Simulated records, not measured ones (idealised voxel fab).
The process module that follows is named voxel trench capacitor.
We display cut, a cross-section 255 nm in width whose square cells are each 5 nm.
Heads up, the way a cross-section reads in here is a grid of square cells, handed over as bands from the top down, with every band being one or more rows of cells. The entry gives the band's vertical extent as a top height and a bottom height in nm, then its horizontal make-up as materials from left to right, each with a width in nm. "air" stands for empty space; a single material marked "full width" fills the band edge to edge. Where do heights start? At 0: under that level the wafer as delivered is made of one material only. And the lowest band has no floor; it just carries on downward, as in "0 -> down". With a width like "30->40", each row of cells in the band differs from the next by the same amount, the top row carrying the first number and the bottom row the second. Step marked "remains unaltered"? Then no cell in the cross-section changed in it. Enclosed voids (no open way to top), threshold 8 cells or more, entry "Non-vented voids", notation width x height at distance, distance from left edge, nm. Post-settings text on a step line: simulator's own remark regarding the step. Among the settings permitted on a step's line is "overlay nm"; applied to a step with a mask, it specifies the extent to which the mask lay to the right of its planned position, whereas a negative figure signifies a position to the left.

Steps in the process plan:
1 RECEIVE (material Si)
2 CONFORMAL_DEP (material SiN; thk nm 10)
3 DIRECTIONAL_DEP (material aC; thk nm 15)
4 PATTERN (tone open; mask id TRENCH; material resist; width nm 20; pitch nm 45; thk nm 30; overlay nm 0)
5 DIRECTIONAL_ETCH (etch materials aC; depth nm 15)
6 STRIP (etch materials resist)
7 DIRECTIONAL_ETCH (etch materials SiN; depth nm 10)
8 DIRECTIONAL_ETCH (etch materials Si; depth nm 30)
9 STRIP (etch materials aC)
10 CONFORMAL_DEP (material SiO2; thk nm 5)
11 FILL_DEP (material polySi; thk nm 10)
12 CMP (height nm 10)

Delivered wafer in cross-section: state after step 1:
* 0 -> down: Si full width
* Non-vented voids: none

First of two wafers at the end of the module, shown in cross-section; run carried out as planned:
* 10 -> 0: 50 SiN, then 5 SiO2, then 10 polySi, then 5 SiO2, then 25 SiN, then 5 SiO2, then 10 polySi, then 5 SiO2, then 25 SiN, then 5 SiO2, then 10 polySi, then 5 SiO2, then 25 SiN, then 5 SiO2, then 10 polySi, then 5 SiO2, then 50 SiN
* 0 -> -25: 50 Si, then 5 SiO2, then 10 polySi, then 5 SiO2, then 25 Si, then 5 SiO2, then 10 polySi, then 5 SiO2, then 25 Si, then 5 SiO2, then 10 polySi, then 5 SiO2, then 25 Si, then 5 SiO2, then 10 polySi, then 5 SiO2, then 50 Si
* -25 -> -30: 50 Si, then 20 SiO2, then 25 Si, then 20 SiO2, then 25 Si, then 20 SiO2, then 25 Si, then 20 SiO2, then 50 Si
* -30 -> down: Si full width
* Non-vented voids: none

Second of two wafers, module complete, sectioned: it shares the first wafer's start and plan but was run with one mistake:
* 10 -> 0: 45 polySi, then 5 SiO2, then 20 SiN, then 5 SiO2, then 15 polySi, then 5 SiO2, then 20 SiN, then 5 SiO2, then 15 polySi, then 5 SiO2, then 20 SiN, then 5 SiO2, then 15 polySi, then 5 SiO2, then 20 SiN, then 5 SiO2, then 45 polySi
* 0 -> -25: 45 polySi, then 5 SiO2, then 20 Si, then 5 SiO2, then 15 polySi, then 5 SiO2, then 20 Si, then 5 SiO2, then 15 polySi, then 5 SiO2, then 20 Si, then 5 SiO2, then 15 polySi, then 5 SiO2, then 20 Si, then 5 SiO2, then 45 polySi
* -25 -> -30: 50 SiO2, then 20 Si, then 25 SiO2, then 20 Si, then 25 SiO2, then 20 Si, then 25 SiO2, then 20 Si, then 50 SiO2
* -30 -> down: Si full width
* Non-vented voids: none
Nonconformance to the process plan: rather than as planned, step 4 actually ran as PATTERN (tone cover; mask id TRENCH; material resist; width nm 20; pitch nm 45; thk nm 30; overlay nm 0)
Final wafer comparison in cells, second versus first, more or fewer per material: -114 Si; -38 SiN; +19 SiO2; +133 polySi
